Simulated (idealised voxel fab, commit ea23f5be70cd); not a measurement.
Process module, titled voxel gate over fins
FYI the section here is cut, 140 nm wide, cells are 5 nm squares.
We lay out every cross-section as a grid of square cells and spell it out in bands from the top down, where one band means one or more rows of cells. Heads up on the band format: heights come first, top then bottom, in nm. After that it's the materials left to right, each with its width in nm. A single material flagged "all across" fills the whole band edge to edge, and "air" means there's empty space there. Below 0: as-received wafer, all one material; heights counted from there. Lowest band: no bottom, goes on down, written "0 and below". You'd read "30..40" like this: the band's top row of cells is as wide as the first number, its bottom row is as wide as the second, and going down, every row changes width by the same amount as the row before did. For the purposes of this document, the phrase "stayed the same" attached to a step denotes that no cell within the cross-section was modified by that step. Closed empty spaces (no open way to the top) of 8 cells or more are what "Sealed internal cavities" lists, each as width x height at distance from the left edge, nm for all three. That trailing text on a step's line, after the settings, is the simulator's own remark on the step. For masked steps, "overlay nm" on the step line gives how far right of plan the mask actually lay; a minus sign means it lay to the left.
Planned process steps
1) op RECEIVE | material Si
2) op CONFORMAL_DEP | material SiN | thk nm 5
3) op DIRECTIONAL_DEP | material aC | thk nm 15
4) op PATTERN | tone cover | mask id FINS | material resist | width nm 15 | pitch nm 45 | thk nm 30 | overlay nm 0
5) op DIRECTIONAL_ETCH | etch materials aC | depth nm 15
6) op STRIP | etch materials resist
7) op DIRECTIONAL_ETCH | etch materials SiN | depth nm 5
8) op DIRECTIONAL_ETCH | etch materials Si | depth nm 40
9) op STRIP | etch materials aC
10) op FILL_DEP | material SiO2 | thk nm 15
11) op CMP | height nm 5
12) op SELECTIVE_ETCH | etch materials SiO2 | depth nm 20
13) op STRIP | etch materials SiN
14) op CONFORMAL_DEP | material HfO2 | thk nm 5
15) op CONFORMAL_DEP | material TiN | thk nm 5
16) op FILL_DEP | material W | thk nm 10
17) op CMP | height nm 15
18) op CONFORMAL_DEP | material SiCN | thk nm 5
First wafer of two (run as planned)
Wafer at receipt (post step 1), cross-section
* 0 and below: Si all across
* Sealed internal cavities: none
Step 2 complete: cross-section through the wafer
* 5 down to 0: SiN all across
* Heights below 0 show no change.
Step 3 complete: cross-section through the wafer
* 20 down to 5: aC all across
* Heights below 5 show no change.
Step 4 complete: cross-section through the wafer
* 50 down to 20: 40 nm air, then 15 nm resist, then 30 nm air, then 15 nm resist, then 40 nm air
* Heights below 20 show no change.
Step 5 complete: cross-section through the wafer
* 35 down to 20: 40 nm air, then 15 nm resist, then 30 nm air, then 15 nm resist, then 40 nm air
* 20 down to 5: 40 nm air, then 15 nm aC, then 30 nm air, then 15 nm aC, then 40 nm air
* Heights below 5 show no change.
Step 6 complete: cross-section through the wafer
* 20 down to 5: 40 nm air, then 15 nm aC, then 30 nm air, then 15 nm aC, then 40 nm air
* Heights below 5 show no change.
Step 7 complete: cross-section through the wafer
* 20 down to 5: 40 nm air, then 15 nm aC, then 30 nm air, then 15 nm aC, then 40 nm air
* 5 down to 0: 40 nm air, then 15 nm SiN, then 30 nm air, then 15 nm SiN, then 40 nm air
* Heights below 0 show no change.
Step 8 complete: cross-section through the wafer
* 20 down to 5: 40 nm air, then 15 nm aC, then 30 nm air, then 15 nm aC, then 40 nm air
* 5 down to 0: 40 nm air, then 15 nm SiN, then 30 nm air, then 15 nm SiN, then 40 nm air
* 0 down to -40: 40 nm air, then 15 nm Si, then 30 nm air, then 15 nm Si, then 40 nm air
* Heights below -40 show no change.
Step 9 complete: cross-section through the wafer
* 5 down to 0: 40 nm air, then 15 nm SiN, then 30 nm air, then 15 nm SiN, then 40 nm air
* Heights below 0 show no change.
Step 10 complete: cross-section through the wafer
* 20 down to 5: SiO2 all across
* 5 down to 0: 40 nm SiO2, then 15 nm SiN, then 30 nm SiO2, then 15 nm SiN, then 40 nm SiO2
* 0 down to -40: 40 nm SiO2, then 15 nm Si, then 30 nm SiO2, then 15 nm Si, then 40 nm SiO2
* Heights below -40 show no change.
Step 11 complete: cross-section through the wafer
* 5 down to 0: 40 nm SiO2, then 15 nm SiN, then 30 nm SiO2, then 15 nm SiN, then 40 nm SiO2
* Heights below 0 show no change.
Step 12 complete: cross-section through the wafer
* 5 down to 0: 40 nm air, then 15 nm SiN, then 30 nm air, then 15 nm SiN, then 40 nm air
* 0 down to -15: 40 nm air, then 15 nm Si, then 30 nm air, then 15 nm Si, then 40 nm air
* Heights below -15 show no change.
Step 13 complete: cross-section through the wafer
* 0 down to -15: 40 nm air, then 15 nm Si, then 30 nm air, then 15 nm Si, then 40 nm air
* Heights below -15 show no change.
Step 14 complete: cross-section through the wafer
* 5 down to 0: 35 nm air, then 25 nm HfO2, then 20 nm air, then 25 nm HfO2, then 35 nm air
* 0 down to -10: 35 nm air, then 5 nm HfO2, then 15 nm Si, then 5 nm HfO2, then 20 nm air, then 5 nm HfO2, then 15 nm Si, then 5 nm HfO2, then 35 nm air
* -10 down to -15: 40 nm HfO2, then 15 nm Si, then 30 nm HfO2, then 15 nm Si, then 40 nm HfO2
* Heights below -15 show no change.
Step 15 complete: cross-section through the wafer
* 10 down to 5: 30 nm air, then 35 nm TiN, then 10 nm air, then 35 nm TiN, then 30 nm air
* 5 down to 0: 30 nm air, then 5 nm TiN, then 25 nm HfO2, then 5 nm TiN, then 10 nm air, then 5 nm TiN, then 25 nm HfO2, then 5 nm TiN, then 30 nm air
* 0 down to -5: 30 nm air, then 5 nm TiN, then 5 nm HfO2, then 15 nm Si, then 5 nm HfO2, then 5 nm TiN, then 10 nm air, then 5 nm TiN, then 5 nm HfO2, then 15 nm Si, then 5 nm HfO2, then 5 nm TiN, then 30 nm air
* -5 down to -10: 35 nm TiN, then 5 nm HfO2, then 15 nm Si, then 5 nm HfO2, then 20 nm TiN, then 5 nm HfO2, then 15 nm Si, then 5 nm HfO2, then 35 nm TiN
* Heights below -10 show no change.
Step 16 complete: cross-section through the wafer
* 20 down to 10: W all across
* 10 down to 5: 30 nm W, then 35 nm TiN, then 10 nm W, then 35 nm TiN, then 30 nm W
* 5 down to 0: 30 nm W, then 5 nm TiN, then 25 nm HfO2, then 5 nm TiN, then 10 nm W, then 5 nm TiN, then 25 nm HfO2, then 5 nm TiN, then 30 nm W
* 0 down to -5: 30 nm W, then 5 nm TiN, then 5 nm HfO2, then 15 nm Si, then 5 nm HfO2, then 5 nm TiN, then 10 nm W, then 5 nm TiN, then 5 nm HfO2, then 15 nm Si, then 5 nm HfO2, then 5 nm TiN, then 30 nm W
* Heights below -5 show no change.
Step 17 complete: cross-section through the wafer
* 15 down to 10: W all across
* Heights below 10 show no change.
Step 18 complete: cross-section through the wafer
* 20 down to 15: SiCN all across
* Heights below 15 show no change.
Second wafer: same start and same plan as the first, one execution error; identical to the first through step 7
What the second wafer looks like in cross-section when step 8 should have wrapped up
* 20 down to 5: 40 nm air, then 15 nm aC, then 30 nm air, then 15 nm aC, then 40 nm air
* 5 down to 0: 40 nm air, then 15 nm SiN, then 30 nm air, then 15 nm SiN, then 40 nm air
* 0 down to -50: 40 nm air, then 15 nm Si, then 30 nm air, then 15 nm Si, then 40 nm air
* Heights below -50 show no change.
What the second wafer looks like in cross-section when step 9 should have wrapped up
* 5 down to 0: 40 nm air, then 15 nm SiN, then 30 nm air, then 15 nm SiN, then 40 nm air
* Heights below 0 show no change.
What the second wafer looks like in cross-section when step 10 should have wrapped up
* 20 down to 5: SiO2 all across
* 5 down to 0: 40 nm SiO2, then 15 nm SiN, then 30 nm SiO2, then 15 nm SiN, then 40 nm SiO2
* 0 down to -50: 40 nm SiO2, then 15 nm Si, then 30 nm SiO2, then 15 nm Si, then 40 nm SiO2
* Heights below -50 show no change.
What the second wafer looks like in cross-section when step 11 should have wrapped up
* 5 down to 0: 40 nm SiO2, then 15 nm SiN, then 30 nm SiO2, then 15 nm SiN, then 40 nm SiO2
* Heights below 0 show no change.
What the second wafer looks like in cross-section when step 12 should have wrapped up
* 5 down to 0: 40 nm air, then 15 nm SiN, then 30 nm air, then 15 nm SiN, then 40 nm air
* 0 down to -15: 40 nm air, then 15 nm Si, then 30 nm air, then 15 nm Si, then 40 nm air
* Heights below -15 show no change.
What the second wafer looks like in cross-section when step 13 should have wrapped up
* 0 down to -15: 40 nm air, then 15 nm Si, then 30 nm air, then 15 nm Si, then 40 nm air
* Heights below -15 show no change.
What the second wafer looks like in cross-section when step 14 should have wrapped up
* 5 down to 0: 35 nm air, then 25 nm HfO2, then 20 nm air, then 25 nm HfO2, then 35 nm air
* 0 down to -10: 35 nm air, then 5 nm HfO2, then 15 nm Si, then 5 nm HfO2, then 20 nm air, then 5 nm HfO2, then 15 nm Si, then 5 nm HfO2, then 35 nm air
* -10 down to -15: 40 nm HfO2, then 15 nm Si, then 30 nm HfO2, then 15 nm Si, then 40 nm HfO2
* Heights below -15 show no change.
What the second wafer looks like in cross-section when step 15 should have wrapped up
* 10 down to 5: 30 nm air, then 35 nm TiN, then 10 nm air, then 35 nm TiN, then 30 nm air
* 5 down to 0: 30 nm air, then 5 nm TiN, then 25 nm HfO2, then 5 nm TiN, then 10 nm air, then 5 nm TiN, then 25 nm HfO2, then 5 nm TiN, then 30 nm air
* 0 down to -5: 30 nm air, then 5 nm TiN, then 5 nm HfO2, then 15 nm Si, then 5 nm HfO2, then 5 nm TiN, then 10 nm air, then 5 nm TiN, then 5 nm HfO2, then 15 nm Si, then 5 nm HfO2, then 5 nm TiN, then 30 nm air
* -5 down to -10: 35 nm TiN, then 5 nm HfO2, then 15 nm Si, then 5 nm HfO2, then 20 nm TiN, then 5 nm HfO2, then 15 nm Si, then 5 nm HfO2, then 35 nm TiN
* Heights below -10 show no change.
What the second wafer looks like in cross-section when step 16 should have wrapped up
* 20 down to 10: W all across
* 10 down to 5: 30 nm W, then 35 nm TiN, then 10 nm W, then 35 nm TiN, then 30 nm W
* 5 down to 0: 30 nm W, then 5 nm TiN, then 25 nm HfO2, then 5 nm TiN, then 10 nm W, then 5 nm TiN, then 25 nm HfO2, then 5 nm TiN, then 30 nm W
* 0 down to -5: 30 nm W, then 5 nm TiN, then 5 nm HfO2, then 15 nm Si, then 5 nm HfO2, then 5 nm TiN, then 10 nm W, then 5 nm TiN, then 5 nm HfO2, then 15 nm Si, then 5 nm HfO2, then 5 nm TiN, then 30 nm W
* Heights below -5 show no change.
What the second wafer looks like in cross-section when step 17 should have wrapped up
* 15 down to 10: W all across
* Heights below 10 show no change.
What the second wafer looks like in cross-section when step 18 should have wrapped up
* 20 down to 15: SiCN all across
* Heights below 15 show no change.
The mistake made against the process plan was this: step 8, actual vs plan mismatch, actual run op DIRECTIONAL_ETCH | etch materials Si | depth nm 50
Materials where the second wafer ends with more or fewer cells than the first: 44 fewer of Si, 44 more of SiO2
